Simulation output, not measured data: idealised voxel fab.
Name of the process module below: voxel self aligned contacts
In the cross-section labelled cut, the width is 180 nm and each square cell is 5 nm.
Cross-sections here: square-cell grids, written as top-down lists of bands, a band being one or more rows of cells.
It is stipulated that each band's entry specify, in nanometres, the height of the top of the band and then that of its bottom, followed by the materials of the band in left-to-right sequence, each together with its width in nanometres. A single material marked by the word "all across" is understood to fill the band from edge to edge; the word "air" is understood to denote empty space.
The level at which height equals 0 is the one under which the wafer, as it arrives, is entirely one material. No lower edge exists for the bottom band, which continues downward and is notated as in "0..down".
It should be noted that a width expressed as "30->40" varies in equal increments from row to row of cells within the band, taking the value of the first number at the top row and that of the second number at the bottom row.
Key: "same as before" - step with no changed cell in the cross-section.
The entry titled "Trapped void list" provides the empty spaces that have no open way to the top, restricted to those of 8 cells or more. Each is presented as width x height at distance, the distance being measured from the left edge, with all three in nm.
The remark found on a step's line after its settings is issued by the simulator itself and pertains to that step.
overlay nm: for a step with a mask, the amount by which the mask lay right of where it was planned; a negative amount means left of it.

### Below is the list of planned process steps
1. RECEIVE: material Si
2. OXIDIZE: depth nm 5
3. DIRECTIONAL_DEP: material polySi, thk nm 20
4. DIRECTIONAL_DEP: material SiN, thk nm 15
5. DIRECTIONAL_DEP: material aC, thk nm 10
6. PATTERN: tone cover, mask id GATE, material resist, width nm 25, pitch nm 50, thk nm 25, overlay nm 0
7. DIRECTIONAL_ETCH: etch materials aC, depth nm 10
8. STRIP: etch materials resist
9. DIRECTIONAL_ETCH: etch materials SiN, depth nm 15
10. DIRECTIONAL_ETCH: etch materials polySi, depth nm 20
11. STRIP: etch materials aC
12. CONFORMAL_DEP: material SiN, thk nm 5
13. DIRECTIONAL_ETCH: etch materials SiN, depth nm 5
14. FILL_DEP: material SiO2, thk nm 10
15. CMP: height nm 40
16. PATTERN: tone open, mask id CONTACT, material resist, width nm 35, thk nm 15, overlay nm 0
17. DIRECTIONAL_ETCH: etch materials SiO2, depth nm 45
18. STRIP: etch materials resist
19. CONFORMAL_DEP: material TiN, thk nm 5
20. FILL_DEP: material Ru, thk nm 10
21. CMP: height nm 40
22. CONFORMAL_DEP: material SiN, thk nm 5

### Incoming wafer in cross-section (state: after step 1)
  0..down: Si all across
  Trapped void list: none

### Run as planned - first of the two wafers cross-sectioned at the end of the module
  45..40: SiN all across
  40..35: SiO2 70, TiN 15, Ru 5, TiN 15, SiO2 75
  35..20: SiO2 45, SiN 35, TiN 5, Ru 5, TiN 5, SiN 35, SiO2 50
  20..0: SiO2 45, SiN 5, polySi 25, SiN 5, TiN 5, Ru 5, TiN 5, SiN 5, polySi 25, SiN 5, SiO2 50
  0..-5: SiO2 80, TiN 15, SiO2 85
  -5..down: Si all across
  Trapped void list: none

### Wafer two, sectioned after the module: the first wafer's start, the first wafer's plan, and one mistake in how it was run
  45..40: SiN all across
  40..35: SiO2 45, SiN 35, TiN 15, SiN 35, SiO2 50
  35..20: SiN all across
  20..0: polySi all across
  0..-5: SiO2 all across
  -5..down: Si all across
  Trapped void list: none
Heads up, the wafer didn't run the way we planned it: plan step 4 ran twice
Count the cells at the end and the second wafer has more or fewer of some materials than the first: Ru -8, SiN +64, SiO2 -140, TiN -20, polySi +104
